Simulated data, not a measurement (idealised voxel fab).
Module name: voxel transistor to metal (process module)
FYI the section here is cut, 300 nm wide, cells are 5 nm squares.
Cross-section, as written here: a square-cell grid given band by band from the top down, where a band holds one or more rows of cells. Look at the band entry: it leads with the top's height and the bottom's height in nm. Then it lists the materials left to right, with a width in nm for each. The word "all across" on a single material says that material fills the band edge to edge. The word "empty" is empty space. Heights from 0 (as-received wafer is one material below). Bottom band endless downward, as "0 down". Width spec "30 to 40" -> top row of cells at first value, bottom row at second value, equal per-row change in between. It should be understood that the words "everything unchanged", when stated for a given step, signify that the cross-section underwent no change in any of its cells during that step. The entry titled "Fully closed voids" provides the empty spaces that have no open way to the top, restricted to those of 8 cells or more. Each is presented as width x height at distance, the distance being measured from the left edge, with all three in nm. Anything after a step's settings on that line? It's the simulator's own note about the step. overlay nm, on a step with a mask: how far to the right of its planned place the mask lay; to the left if negative. Quick note on how to read the rest: it's all pairs. You get the cross-section before a process step and the one after, but the after one only goes down as far as the lowest band that changed. The step in between, with its settings, sits under the pair. Heads up, the pairs can come from different runs of this module on the same starting wafer, so don't assume a pair picks up from the one above unless its "Before processing step" entry says it does.
# Before processing step
  35 to 25: 65 of empty, 10 of SiN, 20 of SiCN, 10 of SiN, 85 of empty, 10 of SiN, 20 of SiCN, 10 of SiN, 70 of empty
  25 to 5: 65 of empty, 10 of SiN, 20 of polySi, 10 of SiN, 85 of empty, 10 of SiN, 20 of polySi, 10 of SiN, 70 of empty
  5 to 0: 30 of SiO2, 10 of SiN, 25 of empty, 10 of SiN, 20 of polySi, 10 of SiN, 25 of empty, 10 of SiN, 15 of SiO2, 10 of SiN, 25 of empty, 10 of SiN, 20 of polySi, 10 of SiN, 25 of empty, 10 of SiN, 35 of SiO2
  0 to -5: 30 of SiO2, 5 of SiN, 100 of SiO2, 5 of SiN, 15 of SiO2, 5 of SiN, 100 of SiO2, 5 of SiN, 35 of SiO2
  -5 to -10: 40 of SiO2, 90 of Si, 35 of SiO2, 90 of Si, 45 of SiO2
  -10 to -20: 35 of SiO2, 100 of Si, 25 of SiO2, 100 of Si, 40 of SiO2
  -20 down: Si all across
  Fully closed voids: none
# Result of Step
  35 to 25: 65 of empty, 10 of SiN, 20 of SiCN, 10 of SiN, 85 of empty, 10 of SiN, 20 of SiCN, 10 of SiN, 70 of empty
  25 to 5: 65 of empty, 10 of SiN, 20 of polySi, 10 of SiN, 85 of empty, 10 of SiN, 20 of polySi, 10 of SiN, 70 of empty
  5 to 0: 30 of empty, 10 of SiN, 25 of empty, 10 of SiN, 20 of polySi, 10 of SiN, 25 of empty, 10 of SiN, 15 of empty, 10 of SiN, 25 of empty, 10 of SiN, 20 of polySi, 10 of SiN, 25 of empty, 10 of SiN, 35 of empty
  0 to -5: 30 of SiO2, 5 of SiN, 5 of SiO2, 25 of empty, 40 of SiO2, 25 of empty, 5 of SiO2, 5 of SiN, 15 of SiO2, 5 of SiN, 5 of SiO2, 25 of empty, 40 of SiO2, 25 of empty, 5 of SiO2, 5 of SiN, 35 of SiO2
  Everything below -5 is unchanged.
  Fully closed voids: none
Transition step, before and after shown above: DIRECTIONAL_ETCH: etch materials SiO2, depth nm 5
Before processing step: starting point is the after cross-section of the pair just above.
# Result of Step
  35 to 25: 65 of empty, 10 of SiN, 20 of SiCN, 10 of SiN, 85 of empty, 10 of SiN, 20 of SiCN, 10 of SiN, 70 of empty
  25 to 5: 65 of empty, 10 of SiN, 20 of polySi, 10 of SiN, 85 of empty, 10 of SiN, 20 of polySi, 10 of SiN, 70 of empty
  5 to 0: 30 of empty, 10 of SiN, 25 of empty, 10 of SiN, 20 of polySi, 10 of SiN, 25 of empty, 10 of SiN, 15 of empty, 10 of SiN, 25 of empty, 10 of SiN, 20 of polySi, 10 of SiN, 25 of empty, 10 of SiN, 35 of empty
  0 to -5: 30 of SiO2, 5 of SiN, 5 of SiO2, 25 of nSi, 40 of SiO2, 25 of nSi, 5 of SiO2, 5 of SiN, 15 of SiO2, 5 of SiN, 5 of SiO2, 25 of nSi, 40 of SiO2, 25 of nSi, 5 of SiO2, 5 of SiN, 35 of SiO2
  Everything below -5 is unchanged.
  Fully closed voids: none
Transition step, before and after shown above: EPI: material nSi, thk nm 5
Before processing step: starting point is the after cross-section of the pair just above.
# Result of Step
  40 to 35: SiO2 all across
  35 to 25: 65 of SiO2, 10 of SiN, 20 of SiCN, 10 of SiN, 85 of SiO2, 10 of SiN, 20 of SiCN, 10 of SiN, 70 of SiO2
  25 to 5: 65 of SiO2, 10 of SiN, 20 of polySi, 10 of SiN, 85 of SiO2, 10 of SiN, 20 of polySi, 10 of SiN, 70 of SiO2
  5 to 0: 30 of SiO2, 10 of SiN, 25 of SiO2, 10 of SiN, 20 of polySi, 10 of SiN, 25 of SiO2, 10 of SiN, 15 of SiO2, 10 of SiN, 25 of SiO2, 10 of SiN, 20 of polySi, 10 of SiN, 25 of SiO2, 10 of SiN, 35 of SiO2
  Everything below 0 is unchanged.
  Fully closed voids: none
Transition step, before and after shown above: FILL_DEP: material SiO2, thk nm 5
Before processing step: starting point is the after cross-section of the pair just above.
# Result of Step
  35 to 25: 65 of SiO2, 10 of SiN, 20 of SiCN, 10 of SiN, 85 of SiO2, 10 of SiN, 20 of SiCN, 10 of SiN, 70 of SiO2
  Everything below 25 is unchanged.
  Fully closed voids: none
Transition step, before and after shown above: CMP: height nm 35
Before processing step: starting point is the after cross-section of the pair just above.
# Result of Step
  45 to 35: SiO2 all across
  Everything below 35 is unchanged.
  Fully closed voids: none
Transition step, before and after shown above: DIRECTIONAL_DEP: material SiO2, thk nm 10
Before processing step: starting point is the after cross-section of the pair just above.
# Result of Step
  65 to 45: 45 of resist, 25 of empty, 30 of resist, 25 of empty, 45 of resist, 25 of empty, 30 of resist, 25 of empty, 50 of resist
  Everything below 45 is unchanged.
  Fully closed voids: none
Transition step, before and after shown above: PATTERN: tone open, mask id CONTACT, material resist, width nm 25, thk nm 20, overlay nm 0
Before processing step: starting point is the after cross-section of the pair just above.
# Result of Step
  65 to 45: 45 of resist, 25 of empty, 30 of resist, 25 of empty, 45 of resist, 25 of empty, 30 of resist, 25 of empty, 50 of resist
  45 to 35: 45 of SiO2, 25 of empty, 30 of SiO2, 25 of empty, 45 of SiO2, 25 of empty, 30 of SiO2, 25 of empty, 50 of SiO2
  35 to 25: 45 of SiO2, 20 of empty, 10 of SiN, 20 of SiCN, 10 of SiN, 20 of empty, 45 of SiO2, 20 of empty, 10 of SiN, 20 of SiCN, 10 of SiN, 20 of empty, 50 of SiO2
  25 to 5: 45 of SiO2, 20 of empty, 10 of SiN, 20 of polySi, 10 of SiN, 20 of empty, 45 of SiO2, 20 of empty, 10 of SiN, 20 of polySi, 10 of SiN, 20 of empty, 50 of SiO2
  5 to 0: 30 of SiO2, 10 of SiN, 5 of SiO2, 20 of empty, 10 of SiN, 20 of polySi, 10 of SiN, 20 of empty, 5 of SiO2, 10 of SiN, 15 of SiO2, 10 of SiN, 5 of SiO2, 20 of empty, 10 of SiN, 20 of polySi, 10 of SiN, 20 of empty, 5 of SiO2, 10 of SiN, 35 of SiO2
  Everything below 0 is unchanged.
  Fully closed voids: none
Transition step, before and after shown above: DIRECTIONAL_ETCH: etch materials SiO2, depth nm 45
Before processing step: starting point is the after cross-section of the pair just above.
# Result of Step
  45 to 35: 45 of SiO2, 25 of empty, 30 of SiO2, 25 of empty, 45 of SiO2, 25 of empty, 30 of SiO2, 25 of empty, 50 of SiO2
  Everything below 35 is unchanged.
  Fully closed voids: none
Transition step, before and after shown above: STRIP: etch materials resist
Before processing step: starting point is the after cross-section of the pair just above.
# Result of Step
  50 to 45: 50 of TiN, 15 of empty, 40 of TiN, 15 of empty, 55 of TiN, 15 of empty, 40 of TiN, 15 of empty, 55 of TiN
  45 to 35: 45 of SiO2, 5 of TiN, 15 to 10 of empty, 5 to 10 of TiN, 30 of SiO2, 5 to 10 of TiN, 15 to 10 of empty, 5 of TiN, 45 of SiO2, 5 of TiN, 15 to 10 of empty, 5 to 10 of TiN, 30 of SiO2, 5 to 10 of TiN, 15 to 10 of empty, 5 of TiN, 50 of SiO2
  35 to 25: 45 of SiO2, 5 of TiN, 10 of empty, 5 of TiN, 10 of SiN, 20 of SiCN, 10 of SiN, 5 of TiN, 10 of empty, 5 of TiN, 45 of SiO2, 5 of TiN, 10 of empty, 5 of TiN, 10 of SiN, 20 of SiCN, 10 of SiN, 5 of TiN, 10 of empty, 5 of TiN, 50 of SiO2
  25 to 5: 45 of SiO2, 5 of TiN, 10 of empty, 5 of TiN, 10 of SiN, 20 of polySi, 10 of SiN, 5 of TiN, 10 of empty, 5 of TiN, 45 of SiO2, 5 of TiN, 10 of empty, 5 of TiN, 10 of SiN, 20 of polySi, 10 of SiN, 5 of TiN, 10 of empty, 5 of TiN, 50 of SiO2
  5 to 0: 30 of SiO2, 10 of SiN, 5 of SiO2, 20 of TiN, 10 of SiN, 20 of polySi, 10 of SiN, 20 of TiN, 5 of SiO2, 10 of SiN, 15 of SiO2, 10 of SiN, 5 of SiO2, 20 of TiN, 10 of SiN, 20 of polySi, 10 of SiN, 20 of TiN, 5 of SiO2, 10 of SiN, 35 of SiO2
  Everything below 0 is unchanged.
  Fully closed voids: none
Transition step, before and after shown above: CONFORMAL_DEP: material TiN, thk nm 5
Before processing step: starting point is the after cross-section of the pair just above.
# Result of Step
  55 to 50: W all across
  50 to 45: 50 of TiN, 15 of W, 40 of TiN, 15 of W, 55 of TiN, 15 of W, 40 of TiN, 15 of W, 55 of TiN
  45 to 35: 45 of SiO2, 5 of TiN, 15 to 10 of W, 5 to 10 of TiN, 30 of SiO2, 5 to 10 of TiN, 15 to 10 of W, 5 of TiN, 45 of SiO2, 5 of TiN, 15 to 10 of W, 5 to 10 of TiN, 30 of SiO2, 5 to 10 of TiN, 15 to 10 of W, 5 of TiN, 50 of SiO2
  35 to 25: 45 of SiO2, 5 of TiN, 10 of W, 5 of TiN, 10 of SiN, 20 of SiCN, 10 of SiN, 5 of TiN, 10 of W, 5 of TiN, 45 of SiO2, 5 of TiN, 10 of W, 5 of TiN, 10 of SiN, 20 of SiCN, 10 of SiN, 5 of TiN, 10 of W, 5 of TiN, 50 of SiO2
  25 to 5: 45 of SiO2, 5 of TiN, 10 of W, 5 of TiN, 10 of SiN, 20 of polySi, 10 of SiN, 5 of TiN, 10 of W, 5 of TiN, 45 of SiO2, 5 of TiN, 10 of W, 5 of TiN, 10 of SiN, 20 of polySi, 10 of SiN, 5 of TiN, 10 of W, 5 of TiN, 50 of SiO2
  Everything below 5 is unchanged.
  Fully closed voids: none
Transition step, before and after shown above: FILL_DEP: material W, thk nm 5
Before processing step: starting point is the after cross-section of the pair just above.
# Result of Step
  45 to 35: 45 of SiO2, 5 of TiN, 15 to 10 of W, 5 to 10 of TiN, 30 of SiO2, 5 to 10 of TiN, 15 to 10 of W, 5 of TiN, 45 of SiO2, 5 of TiN, 15 to 10 of W, 5 to 10 of TiN, 30 of SiO2, 5 to 10 of TiN, 15 to 10 of W, 5 of TiN, 50 of SiO2
  Everything below 35 is unchanged.
  Fully closed voids: none
Transition step, before and after shown above: CMP: height nm 45
Before processing step: starting point is the after cross-section of the pair just above.
# Result of Step
  50 to 45: TiN all across
  Everything below 45 is unchanged.
  Fully closed voids: none
Transition step, before and after shown above: DIRECTIONAL_DEP: material TiN, thk nm 5
Before processing step: starting point is the after cross-section of the pair just above.
# Result of Step
  75 to 50: Ru all across
  Everything below 50 is unchanged.
  Fully closed voids: none
Transition step, before and after shown above: DIRECTIONAL_DEP: material Ru, thk nm 25
Before processing step: starting point is the after cross-section of the pair just above.
# Result of Step
  75 to 50: 45 of empty, 15 of Ru, 50 of empty, 15 of Ru, 45 of empty, 15 of Ru, 50 of empty, 15 of Ru, 50 of empty
  Everything below 50 is unchanged.
  Fully closed voids: none
Transition step, before and after shown above: MASKED_ETCH: tone cover, mask id METAL_1, width nm 15, etch materials Ru, depth nm 25, overlay nm 0
Before processing step: starting point is the after cross-section of the pair just above.
# Result of Step
  75 to 50: 45 of empty, 15 of Ru, 50 of empty, 15 of Ru, 45 of empty, 15 of Ru, 50 of empty, 15 of Ru, 50 of empty
  50 to 45: 45 of empty, 15 of TiN, 50 of empty, 15 of TiN, 45 of empty, 15 of TiN, 50 of empty, 15 of TiN, 50 of empty
  Everything below 45 is unchanged.
  Fully closed voids: none
Transition step, before and after shown above: MASKED_ETCH: tone cover, mask id METAL_1, width nm 15, etch materials TiN, depth nm 5, overlay nm 0
Before processing step: starting point is the after cross-section of the pair just above.
# Result of Step
  80 to 75: SiO2 all across
  75 to 50: 45 of SiO2, 15 of Ru, 50 of SiO2, 15 of Ru, 45 of SiO2, 15 of Ru, 50 of SiO2, 15 of Ru, 50 of SiO2
  50 to 45: 45 of SiO2, 15 of TiN, 50 of SiO2, 15 of TiN, 45 of SiO2, 15 of TiN, 50 of SiO2, 15 of TiN, 50 of SiO2
  Everything below 45 is unchanged.
  Fully closed voids: none
Transition step, before and after shown above: FILL_DEP: material SiO2, thk nm 5
Before processing step: starting point is the after cross-section of the pair just above.
# Result of Step
  75 to 50: 45 of SiO2, 15 of Ru, 50 of SiO2, 15 of Ru, 45 of SiO2, 15 of Ru, 50 of SiO2, 15 of Ru, 50 of SiO2
  Everything below 50 is unchanged.
  Fully closed voids: none
Transition step, before and after shown above: CMP: height nm 75
Before processing step: starting point is the after cross-section of the pair just above.
# Result of Step
  80 to 75: SiN all across
  Everything below 75 is unchanged.
  Fully closed voids: none
Transition step, before and after shown above: CONFORMAL_DEP: material SiN, thk nm 5
# Before processing step
  35 to 15: 35 of empty, 100 of resist, 25 of empty, 100 of resist, 40 of empty
  15 to 5: 35 of empty, 100 of SiN, 25 of empty, 100 of SiN, 40 of empty
  5 to 0: 35 of empty, 100 of SiO2, 25 of empty, 100 of SiO2, 40 of empty
  0 to -20: 35 of empty, 100 of Si, 25 of empty, 100 of Si, 40 of empty
  -20 down: Si all across
  Fully closed voids: none
# Result of Step
  35 to 15: 35 of empty, 100 of resist, 25 of empty, 100 of resist, 40 of empty
  15 to 5: 35 of empty, 100 of SiN, 25 of empty, 100 of SiN, 40 of empty
  5 to 0: 35 of empty, 100 of SiO2, 25 of empty, 100 of SiO2, 40 of empty
  0 to -40: 35 of empty, 100 of Si, 25 of empty, 100 of Si, 40 of empty
  Everything below -40 is unchanged.
  Fully closed voids: none
Transition step, before and after shown above: DIRECTIONAL_ETCH: etch materials Si, depth nm 20
Before processing step: starting point is the after cross-section of the pair just above.
# Result of Step
  15 to 5: 35 of empty, 100 of SiN, 25 of empty, 100 of SiN, 40 of empty
  Everything below 5 is unchanged.
  Fully closed voids: none
Transition step, before and after shown above: STRIP: etch materials resist
Before processing step: starting point is the after cross-section of the pair just above.
# Result of Step
  20 to 15: SiO2 all across
  15 to 5: 35 of SiO2, 100 of SiN, 25 of SiO2, 100 of SiN, 40 of SiO2
  5 to 0: SiO2 all across
  0 to -40: 35 of SiO2, 100 of Si, 25 of SiO2, 100 of Si, 40 of SiO2
  Everything below -40 is unchanged.
  Fully closed voids: none
Transition step, before and after shown above: FILL_DEP: material SiO2, thk nm 5
Before processing step: starting point is the after cross-section of the pair just above.
# Result of Step
  15 to 5: 35 of SiO2, 100 of SiN, 25 of SiO2, 100 of SiN, 40 of SiO2
  Everything below 5 is unchanged.
  Fully closed voids: none
Transition step, before and after shown above: CMP: height nm 15
Before processing step: starting point is the after cross-section of the pair just above.
# Result of Step
  15 to 10: 35 of empty, 100 of SiN, 25 of empty, 100 of SiN, 40 of empty
  Everything below 10 is unchanged.
  Fully closed voids: none
Transition step, before and after shown above: SELECTIVE_ETCH: etch materials SiO2, depth nm 5
Before processing step: starting point is the after cross-section of the pair just above.
# Result of Step
  10 to 5: 35 of SiO2, 100 of empty, 25 of SiO2, 100 of empty, 40 of SiO2
  Everything below 5 is unchanged.
  Fully closed voids: none
Transition step, before and after shown above: STRIP: etch materials SiN
Before processing step: starting point is the after cross-section of the pair just above.
# Result of Step
  5 to 0: 30 of SiO2, 110 of empty, 15 of SiO2, 110 of empty, 35 of SiO2
  Everything below 0 is unchanged.
  Fully closed voids: none
Transition step, before and after shown above: SELECTIVE_ETCH: etch materials SiO2, depth nm 5
Before processing step: starting point is the after cross-section of the pair just above.
# Result of Step
  5 to 0: 30 of SiO2, 110 of empty, 15 of SiO2, 110 of empty, 35 of SiO2
  0 to -5: SiO2 all across
  Everything below -5 is unchanged.
  Fully closed voids: none
Transition step, before and after shown above: OXIDIZE: depth nm 5
Before processing step: starting point is the after cross-section of the pair just above.
# Result of Step
  30 to 25: 30 of polySi, 110 of empty, 15 of polySi, 110 of empty, 35 of polySi
  25 to 5: polySi all across
  5 to 0: 30 of SiO2, 110 of polySi, 15 of SiO2, 110 of polySi, 35 of SiO2
  Everything below 0 is unchanged.
  Fully closed voids: none
Transition step, before and after shown above: DIRECTIONAL_DEP: material polySi, thk nm 25
Before processing step: starting point is the after cross-section of the pair just above.
# Result of Step
  40 to 35: 30 of SiCN, 110 of empty, 15 of SiCN, 110 of empty, 35 of SiCN
  35 to 30: SiCN all across
  30 to 25: 30 of polySi, 110 of SiCN, 15 of polySi, 110 of SiCN, 35 of polySi
  Everything below 25 is unchanged.
  Fully closed voids: none
Transition step, before and after shown above: DIRECTIONAL_DEP: material SiCN, thk nm 10
Before processing step: starting point is the after cross-section of the pair just above.
# Result of Step
  60 to 40: 75 of empty, 20 of resist, 105 of empty, 20 of resist, 80 of empty
  40 to 35: 30 of SiCN, 45 of empty, 20 of resist, 45 of empty, 15 of SiCN, 45 of empty, 20 of resist, 45 of empty, 35 of SiCN
  Everything below 35 is unchanged.
  Fully closed voids: none
Transition step, before and after shown above: PATTERN: tone cover, mask id GATE, material resist, width nm 20, pitch nm 125, thk nm 20, overlay nm 0
Before processing step: starting point is the after cross-section of the pair just above.
# Result of Step
  60 to 35: 75 of empty, 20 of resist, 105 of empty, 20 of resist, 80 of empty
  35 to 30: 75 of empty, 20 of SiCN, 105 of empty, 20 of SiCN, 80 of empty
  30 to 25: 30 of polySi, 45 of empty, 20 of SiCN, 45 of empty, 15 of polySi, 45 of empty, 20 of SiCN, 45 of empty, 35 of polySi
  Everything below 25 is unchanged.
  Fully closed voids: none
Transition step, before and after shown above: DIRECTIONAL_ETCH: etch materials SiCN, depth nm 20
Before processing step: starting point is the after cross-section of the pair just above.
# Result of Step
  60 to 35: 75 of empty, 20 of resist, 105 of empty, 20 of resist, 80 of empty
  35 to 25: 75 of empty, 20 of SiCN, 105 of empty, 20 of SiCN, 80 of empty
  25 to 5: 75 of empty, 20 of polySi, 105 of empty, 20 of polySi, 80 of empty
  5 to 0: 30 of SiO2, 45 of empty, 20 of polySi, 45 of empty, 15 of SiO2, 45 of empty, 20 of polySi, 45 of empty, 35 of SiO2
  Everything below 0 is unchanged.
  Fully closed voids: none
Transition step, before and after shown above: DIRECTIONAL_ETCH: etch materials polySi, depth nm 35
Before processing step: starting point is the after cross-section of the pair just above.
# Result of Step
  35 to 25: 75 of empty, 20 of SiCN, 105 of empty, 20 of SiCN, 80 of empty
  Everything below 25 is unchanged.
  Fully closed voids: none
Transition step, before and after shown above: STRIP: etch materials resist
Before processing step: starting point is the after cross-section of the pair just above.
# Result of Step
  45 to 35: 65 of empty, 40 of SiN, 85 of empty, 40 of SiN, 70 of empty
  35 to 25: 65 of empty, 10 of SiN, 20 of SiCN, 10 of SiN, 85 of empty, 10 of SiN, 20 of SiCN, 10 of SiN, 70 of empty
  25 to 15: 65 of empty, 10 of SiN, 20 of polySi, 10 of SiN, 85 of empty, 10 of SiN, 20 of polySi, 10 of SiN, 70 of empty
  15 to 10: 40 of SiN, 25 of empty, 10 of SiN, 20 of polySi, 10 of SiN, 25 of empty, 35 of SiN, 25 of empty, 10 of SiN, 20 of polySi, 10 of SiN, 25 of empty, 45 of SiN
  10 to 5: 75 of SiN, 20 of polySi, 105 of SiN, 20 of polySi, 80 of SiN
  5 to 0: 30 of SiO2, 45 of SiN, 20 of polySi, 45 of SiN, 15 of SiO2, 45 of SiN, 20 of polySi, 45 of SiN, 35 of SiO2
  Everything below 0 is unchanged.
  Fully closed voids: none
Transition step, before and after shown above: CONFORMAL_DEP: material SiN, thk nm 10
Before processing step: starting point is the after cross-section of the pair just above.
# Result of Step
  35 to 25: 65 of empty, 10 of SiN, 20 of SiCN, 10 of SiN, 85 of empty, 10 of SiN, 20 of SiCN, 10 of SiN, 70 of empty
  25 to 5: 65 of empty, 10 of SiN, 20 of polySi, 10 of SiN, 85 of empty, 10 of SiN, 20 of polySi, 10 of SiN, 70 of empty
  5 to 0: 30 of SiO2, 10 of SiN, 25 of empty, 10 of SiN, 20 of polySi, 10 of SiN, 25 of empty, 10 of SiN, 15 of SiO2, 10 of SiN, 25 of empty, 10 of SiN, 20 of polySi, 10 of SiN, 25 of empty, 10 of SiN, 35 of SiO2
  Everything below 0 is unchanged.
  Fully closed voids: none
Transition step, before and after shown above: DIRECTIONAL_ETCH: etch materials SiN, depth nm 10
Before processing step: starting point is the after cross-section of the pair just above.
# Result of Step
  35 to 25: 65 of empty, 10 of SiN, 20 of SiCN, 10 of SiN, 85 of empty, 10 of SiN, 20 of SiCN, 10 of SiN, 70 of empty
  25 to 5: 65 of empty, 10 of SiN, 20 of polySi, 10 of SiN, 85 of empty, 10 of SiN, 20 of polySi, 10 of SiN, 70 of empty
  5 to 0: 30 of empty, 10 of SiN, 25 of empty, 10 of SiN, 20 of polySi, 10 of SiN, 25 of empty, 10 of SiN, 15 of empty, 10 of SiN, 25 of empty, 10 of SiN, 20 of polySi, 10 of SiN, 25 of empty, 10 of SiN, 35 of empty
  0 to -5: 40 of SiO2, 25 of empty, 40 of SiO2, 25 of empty, 35 of SiO2, 25 of empty, 40 of SiO2, 25 of empty, 45 of SiO2
  Everything below -5 is unchanged.
  Fully closed voids: none
Transition step, before and after shown above: DIRECTIONAL_ETCH: etch materials SiO2, depth nm 5
Before processing step: starting point is the after cross-section of the pair just above.
# Result of Step
  35 to 25: 65 of empty, 10 of SiN, 20 of SiCN, 10 of SiN, 85 of empty, 10 of SiN, 20 of SiCN, 10 of SiN, 70 of empty
  25 to 5: 65 of empty, 10 of SiN, 20 of polySi, 10 of SiN, 85 of empty, 10 of SiN, 20 of polySi, 10 of SiN, 70 of empty
  5 to 0: 30 of empty, 10 of SiN, 25 of empty, 10 of SiN, 20 of polySi, 10 of SiN, 25 of empty, 10 of SiN, 15 of empty, 10 of SiN, 25 of empty, 10 of SiN, 20 of polySi, 10 of SiN, 25 of empty, 10 of SiN, 35 of empty
  0 to -5: 40 of SiO2, 25 of nSi, 40 of SiO2, 25 of nSi, 35 of SiO2, 25 of nSi, 40 of SiO2, 25 of nSi, 45 of SiO2
  Everything below -5 is unchanged.
  Fully closed voids: none
Transition step, before and after shown above: EPI: material nSi, thk nm 5
Before processing step: starting point is the after cross-section of the pair just above.
# Result of Step
  40 to 35: SiO2 all across
  35 to 25: 65 of SiO2, 10 of SiN, 20 of SiCN, 10 of SiN, 85 of SiO2, 10 of SiN, 20 of SiCN, 10 of SiN, 70 of SiO2
  25 to 5: 65 of SiO2, 10 of SiN, 20 of polySi, 10 of SiN, 85 of SiO2, 10 of SiN, 20 of polySi, 10 of SiN, 70 of SiO2
  5 to 0: 30 of SiO2, 10 of SiN, 25 of SiO2, 10 of SiN, 20 of polySi, 10 of SiN, 25 of SiO2, 10 of SiN, 15 of SiO2, 10 of SiN, 25 of SiO2, 10 of SiN, 20 of polySi, 10 of SiN, 25 of SiO2, 10 of SiN, 35 of SiO2
  Everything below 0 is unchanged.
  Fully closed voids: none
Transition step, before and after shown above: FILL_DEP: material SiO2, thk nm 5
Before processing step: starting point is the after cross-section of the pair just above.
# Result of Step
  35 to 25: 65 of SiO2, 10 of SiN, 20 of SiCN, 10 of SiN, 85 of SiO2, 10 of SiN, 20 of SiCN, 10 of SiN, 70 of SiO2
  Everything below 25 is unchanged.
  Fully closed voids: none
Transition step, before and after shown above: CMP: height nm 35
Before processing step: starting point is the after cross-section of the pair just above.
# Result of Step
  45 to 35: SiO2 all across
  Everything below 35 is unchanged.
  Fully closed voids: none
Transition step, before and after shown above: DIRECTIONAL_DEP: material SiO2, thk nm 10
Before processing step: starting point is the after cross-section of the pair just above.
# Result of Step
  65 to 45: 45 of resist, 25 of empty, 30 of resist, 25 of empty, 45 of resist, 25 of empty, 30 of resist, 25 of empty, 50 of resist
  Everything below 45 is unchanged.
  Fully closed voids: none
Transition step, before and after shown above: PATTERN: tone open, mask id CONTACT, material resist, width nm 25, thk nm 20, overlay nm 0
Before processing step: starting point is the after cross-section of the pair just above.
# Result of Step
  65 to 45: 45 of resist, 25 of empty, 30 of resist, 25 of empty, 45 of resist, 25 of empty, 30 of resist, 25 of empty, 50 of resist
  45 to 35: 45 of SiO2, 25 of empty, 30 of SiO2, 25 of empty, 45 of SiO2, 25 of empty, 30 of SiO2, 25 of empty, 50 of SiO2
  35 to 25: 45 of SiO2, 20 of empty, 10 of SiN, 20 of SiCN, 10 of SiN, 20 of empty, 45 of SiO2, 20 of empty, 10 of SiN, 20 of SiCN, 10 of SiN, 20 of empty, 50 of SiO2
  25 to 5: 45 of SiO2, 20 of empty, 10 of SiN, 20 of polySi, 10 of SiN, 20 of empty, 45 of SiO2, 20 of empty, 10 of SiN, 20 of polySi, 10 of SiN, 20 of empty, 50 of SiO2
  5 to 0: 30 of SiO2, 10 of SiN, 5 of SiO2, 20 of empty, 10 of SiN, 20 of polySi, 10 of SiN, 20 of empty, 5 of SiO2, 10 of SiN, 15 of SiO2, 10 of SiN, 5 of SiO2, 20 of empty, 10 of SiN, 20 of polySi, 10 of SiN, 20 of empty, 5 of SiO2, 10 of SiN, 35 of SiO2
  Everything below 0 is unchanged.
  Fully closed voids: none
Transition step, before and after shown above: DIRECTIONAL_ETCH: etch materials SiO2, depth nm 45
Before processing step: starting point is the after cross-section of the pair just above.
# Result of Step
  45 to 35: 45 of SiO2, 25 of empty, 30 of SiO2, 25 of empty, 45 of SiO2, 25 of empty, 30 of SiO2, 25 of empty, 50 of SiO2
  Everything below 35 is unchanged.
  Fully closed voids: none
Transition step, before and after shown above: STRIP: etch materials resist
Before processing step: starting point is the after cross-section of the pair just above.
# Result of Step
  50 to 45: 50 of TiN, 15 of empty, 40 of TiN, 15 of empty, 55 of TiN, 15 of empty, 40 of TiN, 15 of empty, 55 of TiN
  45 to 35: 45 of SiO2, 5 of TiN, 15 to 10 of empty, 5 to 10 of TiN, 30 of SiO2, 5 to 10 of TiN, 15 to 10 of empty, 5 of TiN, 45 of SiO2, 5 of TiN, 15 to 10 of empty, 5 to 10 of TiN, 30 of SiO2, 5 to 10 of TiN, 15 to 10 of empty, 5 of TiN, 50 of SiO2
  35 to 25: 45 of SiO2, 5 of TiN, 10 of empty, 5 of TiN, 10 of SiN, 20 of SiCN, 10 of SiN, 5 of TiN, 10 of empty, 5 of TiN, 45 of SiO2, 5 of TiN, 10 of empty, 5 of TiN, 10 of SiN, 20 of SiCN, 10 of SiN, 5 of TiN, 10 of empty, 5 of TiN, 50 of SiO2
  25 to 5: 45 of SiO2, 5 of TiN, 10 of empty, 5 of TiN, 10 of SiN, 20 of polySi, 10 of SiN, 5 of TiN, 10 of empty, 5 of TiN, 45 of SiO2, 5 of TiN, 10 of empty, 5 of TiN, 10 of SiN, 20 of polySi, 10 of SiN, 5 of TiN, 10 of empty, 5 of TiN, 50 of SiO2
  5 to 0: 30 of SiO2, 10 of SiN, 5 of SiO2, 20 of TiN, 10 of SiN, 20 of polySi, 10 of SiN, 20 of TiN, 5 of SiO2, 10 of SiN, 15 of SiO2, 10 of SiN, 5 of SiO2, 20 of TiN, 10 of SiN, 20 of polySi, 10 of SiN, 20 of TiN, 5 of SiO2, 10 of SiN, 35 of SiO2
  Everything below 0 is unchanged.
  Fully closed voids: none
Transition step, before and after shown above: CONFORMAL_DEP: material TiN, thk nm 5
Before processing step: starting point is the after cross-section of the pair just above.
# Result of Step
  55 to 50: W all across
  50 to 45: 50 of TiN, 15 of W, 40 of TiN, 15 of W, 55 of TiN, 15 of W, 40 of TiN, 15 of W, 55 of TiN
  45 to 35: 45 of SiO2, 5 of TiN, 15 to 10 of W, 5 to 10 of TiN, 30 of SiO2, 5 to 10 of TiN, 15 to 10 of W, 5 of TiN, 45 of SiO2, 5 of TiN, 15 to 10 of W, 5 to 10 of TiN, 30 of SiO2, 5 to 10 of TiN, 15 to 10 of W, 5 of TiN, 50 of SiO2
  35 to 25: 45 of SiO2, 5 of TiN, 10 of W, 5 of TiN, 10 of SiN, 20 of SiCN, 10 of SiN, 5 of TiN, 10 of W, 5 of TiN, 45 of SiO2, 5 of TiN, 10 of W, 5 of TiN, 10 of SiN, 20 of SiCN, 10 of SiN, 5 of TiN, 10 of W, 5 of TiN, 50 of SiO2
  25 to 5: 45 of SiO2, 5 of TiN, 10 of W, 5 of TiN, 10 of SiN, 20 of polySi, 10 of SiN, 5 of TiN, 10 of W, 5 of TiN, 45 of SiO2, 5 of TiN, 10 of W, 5 of TiN, 10 of SiN, 20 of polySi, 10 of SiN, 5 of TiN, 10 of W, 5 of TiN, 50 of SiO2
  Everything below 5 is unchanged.
  Fully closed voids: none
Transition step, before and after shown above: FILL_DEP: material W, thk nm 5
Before processing step: starting point is the after cross-section of the pair just above.
# Result of Step
  45 to 35: 45 of SiO2, 5 of TiN, 15 to 10 of W, 5 to 10 of TiN, 30 of SiO2, 5 to 10 of TiN, 15 to 10 of W, 5 of TiN, 45 of SiO2, 5 of TiN, 15 to 10 of W, 5 to 10 of TiN, 30 of SiO2, 5 to 10 of TiN, 15 to 10 of W, 5 of TiN, 50 of SiO2
  Everything below 35 is unchanged.
  Fully closed voids: none
Transition step, before and after shown above: CMP: height nm 45
Before processing step: starting point is the after cross-section of the pair just above.
# Result of Step
  50 to 45: TiN all across
  Everything below 45 is unchanged.
  Fully closed voids: none
Transition step, before and after shown above: DIRECTIONAL_DEP: material TiN, thk nm 5
Before processing step: starting point is the after cross-section of the pair just above.
# Result of Step
  75 to 50: Ru all across
  Everything below 50 is unchanged.
  Fully closed voids: none
Transition step, before and after shown above: DIRECTIONAL_DEP: material Ru, thk nm 25
